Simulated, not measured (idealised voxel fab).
The following process module bears the name voxel spacer lines.
This is section cut - it's 245 nm across, gridded in 5 nm square cells.
Format of a cross-section: grid, square cells. Given as bands. Order: top down. Band: one or more rows of cells. For a band, the entry starts with two heights in nm, that of the top and then that of the bottom, and carries on with the band's materials in order from left to right, each alongside its width in nm; the word "full width" beside a single material means it fills the band edge to edge, and "empty" means empty space. The level at which height equals 0 is the one under which the wafer, as it arrives, is entirely one material. No lower edge exists for the bottom band, which continues downward and is notated as in "0 and below". The notation "30 to 40" denotes a width that varies across the rows of cells in the band, beginning at the first number in the top row, finishing at the second number in the bottom row, and changing by an identical amount from each row to the next. Any step labelled "remains unaltered" changed none of the cells in the cross-section. So "Completely sealed voids" is basically the list of trapped voids: any empty space of 8 cells or more that can't reach the top through an opening. They're written width x height at distance, the distance being from the left edge, and it's all nm. Whatever follows a step's settings on its line is a remark the simulator itself makes about that step. overlay nm: for a step with a mask, the amount by which the mask lay right of where it was planned; a negative amount means left of it.
## The planned process steps are enumerated hereunder
1. RECEIVE | material Si
2. CONFORMAL_DEP | material Al2O3 | thk nm 10
3. DIRECTIONAL_DEP | material SiN | thk nm 20
4. DIRECTIONAL_DEP | material aC | thk nm 20
5. PATTERN | tone cover | mask id MANDREL | material resist | width nm 25 | pitch nm 70 | thk nm 30 | overlay nm 0
6. DIRECTIONAL_ETCH | etch materials aC | depth nm 20
7. STRIP | etch materials resist
8. CONFORMAL_DEP | material SiO2 | thk nm 10
9. DIRECTIONAL_ETCH | etch materials SiO2 | depth nm 10
10. STRIP | etch materials aC
11. DIRECTIONAL_ETCH | etch materials SiN | depth nm 20
12. STRIP | etch materials SiO2
## Step 1 complete: cross-section of the wafer as received
* 0 and below  Si full width
* Completely sealed voids: none
## Cross-section taken at module completion on the first of two wafers; processed per the plan
* 30 down to 10  empty 65 nm, SiN 10 nm, empty 25 nm, SiN 10 nm, empty 25 nm, SiN 10 nm, empty 25 nm, SiN 10 nm, empty 65 nm
* 10 down to 0  Al2O3 full width
* 0 and below  Si full width
* Completely sealed voids: none
## The second wafer, shown in cross-section after the module: started the same way as the first and given the same plan, yet one mistake crept into how it was run
* 20 down to 0  empty 65 nm, SiN 10 nm, empty 25 nm, SiN 10 nm, empty 25 nm, SiN 10 nm, empty 25 nm, SiN 10 nm, empty 65 nm
* 0 and below  Si full width
* Completely sealed voids: none
What was the processing mistake? step 2 of the plan was bypassed and not carried out
Final cells, second wafer relative to first, materials higher or lower: 98 fewer of Al2O3
